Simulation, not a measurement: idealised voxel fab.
process module | voxel ribs on slabs
cross-section cut | 155 nm wide | cells 5 nm
A cross-section is a grid of square cells, given in bands from the top down. A band is one or more rows of cells.
Each band's line starts with the height of the band's top and of its bottom, in nm. Then come its materials from left to right, each with its width in nm. One material with "throughout" fills the band from edge to edge. "air" is empty space.
Height 0 is the level under which the wafer as received is all one material. The lowest band goes on downwards, as in "0 down".
A width such as "30 to 40" changes by the same amount from each row of cells to the next, from the band's top row to its bottom row.
"no change" after a step means that no cell of the cross-section changed.
closed voids: empty space of 8 cells or more with no open way to the top, each as width x height at its distance from the left edge, in nm
after a step's settings: what the simulator itself notes on the step
overlay nm, on a step with a mask: how far to the right of its planned place the mask lay; to the left if negative
plan
1 op RECEIVE | material Si
2 op DIRECTIONAL_DEP | material SiO2 | thk nm 20
3 op DIRECTIONAL_DEP | material SiN | thk nm 15
4 op DIRECTIONAL_DEP | material aC | thk nm 10
5 op PATTERN | tone cover | mask id RIB | material resist | width nm 30 | thk nm 30 | overlay nm 0
6 op DIRECTIONAL_ETCH | etch materials aC | depth nm 10
7 op STRIP | etch materials resist
8 op DIRECTIONAL_ETCH | etch materials SiN | depth nm 10
9 op STRIP | etch materials aC
10 op DIRECTIONAL_DEP | material aC | thk nm 15
11 op PATTERN | tone cover | mask id SLAB | material resist | width nm 90 | thk nm 35 | overlay nm 0
12 op DIRECTIONAL_ETCH | etch materials aC | depth nm 15
13 op STRIP | etch materials resist
14 op DIRECTIONAL_ETCH | etch materials SiN | depth nm 5
15 op STRIP | etch materials aC
16 op FILL_DEP | material SiO2 | thk nm 25
17 op CMP | height nm 50
18 op DIRECTIONAL_DEP | material W | thk nm 10
19 op DIRECTIONAL_DEP | material aC | thk nm 15
20 op PATTERN | tone cover | mask id HEATER | material resist | width nm 40 | thk nm 35 | overlay nm 0
21 op DIRECTIONAL_ETCH | etch materials aC | depth nm 15
22 op STRIP | etch materials resist
23 op DIRECTIONAL_ETCH | etch materials W | depth nm 10
24 op STRIP | etch materials aC
25 op CONFORMAL_DEP | material SiN | thk nm 10
first wafer, as planned
as received, after step 1
  0 down: Si throughout
  closed voids: none
after step 2
  20 to 0: SiO2 throughout
  below 0: unchanged
after step 3
  35 to 20: SiN throughout
  below 20: unchanged
after step 4
  45 to 35: aC throughout
  below 35: unchanged
after step 5
  75 to 45: air 60 | resist 30 | air 65
  below 45: unchanged
after step 6
  65 to 45: air 60 | resist 30 | air 65
  45 to 35: air 60 | aC 30 | air 65
  below 35: unchanged
after step 7
  45 to 35: air 60 | aC 30 | air 65
  below 35: unchanged
after step 8
  45 to 35: air 60 | aC 30 | air 65
  35 to 25: air 60 | SiN 30 | air 65
  below 25: unchanged
after step 9
  35 to 25: air 60 | SiN 30 | air 65
  below 25: unchanged
after step 10
  50 to 40: air 60 | aC 30 | air 65
  40 to 35: aC throughout
  35 to 25: aC 60 | SiN 30 | aC 65
  below 25: unchanged
after step 11
  85 to 50: air 30 | resist 90 | air 35
  50 to 40: air 30 | resist 30 | aC 30 | resist 30 | air 35
  below 40: unchanged
after step 12
  70 to 50: air 30 | resist 90 | air 35
  50 to 40: air 30 | resist 30 | aC 30 | resist 30 | air 35
  40 to 35: air 30 | aC 90 | air 35
  35 to 25: air 30 | aC 30 | SiN 30 | aC 30 | air 35
  below 25: unchanged
after step 13
  50 to 40: air 60 | aC 30 | air 65
  below 40: unchanged
after step 14
  50 to 40: air 60 | aC 30 | air 65
  40 to 35: air 30 | aC 90 | air 35
  35 to 25: air 30 | aC 30 | SiN 30 | aC 30 | air 35
  25 to 20: air 30 | SiN 90 | air 35
  below 20: unchanged
after step 15
  35 to 25: air 60 | SiN 30 | air 65
  below 25: unchanged
after step 16
  60 to 35: SiO2 throughout
  35 to 25: SiO2 60 | SiN 30 | SiO2 65
  25 to 20: SiO2 30 | SiN 90 | SiO2 35
  below 20: unchanged
after step 17
  50 to 35: SiO2 throughout
  below 35: unchanged
after step 18
  60 to 50: W throughout
  below 50: unchanged
after step 19
  75 to 60: aC throughout
  below 60: unchanged
after step 20
  110 to 75: air 55 | resist 40 | air 60
  below 75: unchanged
after step 21
  95 to 75: air 55 | resist 40 | air 60
  75 to 60: air 55 | aC 40 | air 60
  below 60: unchanged
after step 22
  75 to 60: air 55 | aC 40 | air 60
  below 60: unchanged
after step 23
  75 to 60: air 55 | aC 40 | air 60
  60 to 50: air 55 | W 40 | air 60
  below 50: unchanged
after step 24
  60 to 50: air 55 | W 40 | air 60
  below 50: unchanged
after step 25
  70 to 60: air 45 | SiN 60 | air 50
  60 to 50: SiN 55 | W 40 | SiN 60
  below 50: unchanged
second wafer: like start, like plan, one mistake. Through step 1 it matches the first wafer
when step 2 should have ended
  15 to 0: SiO2 throughout
  below 0: unchanged
when step 3 should have ended
  30 to 15: SiN throughout
  below 15: unchanged
when step 4 should have ended
  40 to 30: aC throughout
  below 30: unchanged
when step 5 should have ended
  70 to 40: air 60 | resist 30 | air 65
  below 40: unchanged
when step 6 should have ended
  60 to 40: air 60 | resist 30 | air 65
  40 to 30: air 60 | aC 30 | air 65
  below 30: unchanged
when step 7 should have ended
  40 to 30: air 60 | aC 30 | air 65
  below 30: unchanged
when step 8 should have ended
  40 to 30: air 60 | aC 30 | air 65
  30 to 20: air 60 | SiN 30 | air 65
  below 20: unchanged
when step 9 should have ended
  30 to 20: air 60 | SiN 30 | air 65
  below 20: unchanged
when step 10 should have ended
  45 to 35: air 60 | aC 30 | air 65
  35 to 30: aC throughout
  30 to 20: aC 60 | SiN 30 | aC 65
  below 20: unchanged
when step 11 should have ended
  80 to 45: air 30 | resist 90 | air 35
  45 to 35: air 30 | resist 30 | aC 30 | resist 30 | air 35
  below 35: unchanged
when step 12 should have ended
  65 to 45: air 30 | resist 90 | air 35
  45 to 35: air 30 | resist 30 | aC 30 | resist 30 | air 35
  35 to 30: air 30 | aC 90 | air 35
  30 to 20: air 30 | aC 30 | SiN 30 | aC 30 | air 35
  below 20: unchanged
when step 13 should have ended
  45 to 35: air 60 | aC 30 | air 65
  below 35: unchanged
when step 14 should have ended
  45 to 35: air 60 | aC 30 | air 65
  35 to 30: air 30 | aC 90 | air 35
  30 to 20: air 30 | aC 30 | SiN 30 | aC 30 | air 35
  20 to 15: air 30 | SiN 90 | air 35
  below 15: unchanged
when step 15 should have ended
  30 to 20: air 60 | SiN 30 | air 65
  below 20: unchanged
when step 16 should have ended
  55 to 30: SiO2 throughout
  30 to 20: SiO2 60 | SiN 30 | SiO2 65
  20 to 15: SiO2 30 | SiN 90 | SiO2 35
  below 15: unchanged
when step 17 should have ended
  50 to 30: SiO2 throughout
  below 30: unchanged
when step 18 should have ended
  60 to 50: W throughout
  below 50: unchanged
when step 19 should have ended
  75 to 60: aC throughout
  below 60: unchanged
when step 20 should have ended
  110 to 75: air 55 | resist 40 | air 60
  below 75: unchanged
when step 21 should have ended
  95 to 75: air 55 | resist 40 | air 60
  75 to 60: air 55 | aC 40 | air 60
  below 60: unchanged
when step 22 should have ended
  75 to 60: air 55 | aC 40 | air 60
  below 60: unchanged
when step 23 should have ended
  75 to 60: air 55 | aC 40 | air 60
  60 to 50: air 55 | W 40 | air 60
  below 50: unchanged
when step 24 should have ended
  60 to 50: air 55 | W 40 | air 60
  below 50: unchanged
when step 25 should have ended
  70 to 60: air 45 | SiN 60 | air 50
  60 to 50: SiN 55 | W 40 | SiN 60
  below 50: unchanged
what went wrong: step 2 ran as: op DIRECTIONAL_DEP | material SiO2 | thk nm 15
at the end the second wafer has, in cells: as many of each material as the first, in other places
